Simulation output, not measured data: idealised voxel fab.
Process module under the name voxel gate over fins
FYI the section here is cut, 250 nm wide, cells are 5 nm squares.
Cross-section spec: square-cell grid; bands listed top down; each band is one or more rows. Band entry format. Leading values: height of top, height of bottom, nm. Remainder: materials in left-to-right order, each with its width in nm. Special words: "all across" on a single material, which then fills the band edge to edge; "blank", empty space. A quick word on heights: they are counted from 0, and under that level the wafer as it came to us is one material throughout. The lowest band is different from the rest in having no bottom; it simply continues downward, written as in "0 and below". With a width like "30->40", each row of cells in the band differs from the next by the same amount, the top row carrying the first number and the bottom row the second. You'll sometimes find "all unchanged" written for a step, and that's the way of saying that nowhere in the cross-section did a cell change during that step. "Voids, fully enclosed" means: voids of 8 cells or more that are shut off from the top with no open way through. Written width x height at distance, distance from the left edge, in nm. Note: text after step settings on the step line = simulator remark on that step. overlay nm: where the mask lay relative to plan, measured to the right, on steps with a mask; negatives go left.

These are the steps we planned for the process
1,RECEIVE,material Si
2,CONFORMAL_DEP,material SiN,thk nm 5
3,MASKED_ETCH,tone cover,mask id FINS,width nm 15,pitch nm 35,etch materials SiN,depth nm 5,overlay nm 0
4,MASKED_ETCH,tone cover,mask id FINS,width nm 15,pitch nm 35,etch materials Si,depth nm 35,overlay nm 0
5,OXIDIZE,depth nm 5
6,FILL_DEP,material SiO2,thk nm 10
7,CMP,height nm 5
8,SELECTIVE_ETCH,etch materials SiO2,depth nm 15
9,STRIP,etch materials SiN
10,CONFORMAL_DEP,material HfO2,thk nm 5
11,CONFORMAL_DEP,material TiN,thk nm 5
12,CONFORMAL_DEP,material TiAl,thk nm 5
13,CONFORMAL_DEP,material TiN,thk nm 5
14,FILL_DEP,material W,thk nm 10
15,CMP,height nm 25
16,CONFORMAL_DEP,material SiN,thk nm 10

The cross-section here shows the wafer as received, i.e. in its state after step 1
> 0 and below | Si all across
> Voids, fully enclosed: none

The module was run from the start shown above using the plan shown above, but one mistake was made doing it; the resulting wafer cross-section is below
> 35 down to 25 | SiN all across
> 25 down to 20 | W all across
> 20 down to 15 | TiN all across
> 15 down to 10 | TiAl all across
> 10 down to 5 | TiN: 105 / TiAl: 5 / TiN: 30 / TiAl: 5 / TiN: 105
> 5 down to 0 | HfO2: 100 / TiN: 15 / HfO2: 20 / TiN: 15 / HfO2: 100
> 0 down to -5 | Si: 95 / HfO2: 25 / Si: 10 / HfO2: 25 / Si: 95
> -5 and below | Si all across
> Voids, fully enclosed: none
Here's what went sideways: step 3, actual vs plan mismatch, actual run MASKED_ETCH,tone open,mask id FINS,width nm 15,pitch nm 35,etch materials SiN,depth nm 5,overlay nm 0
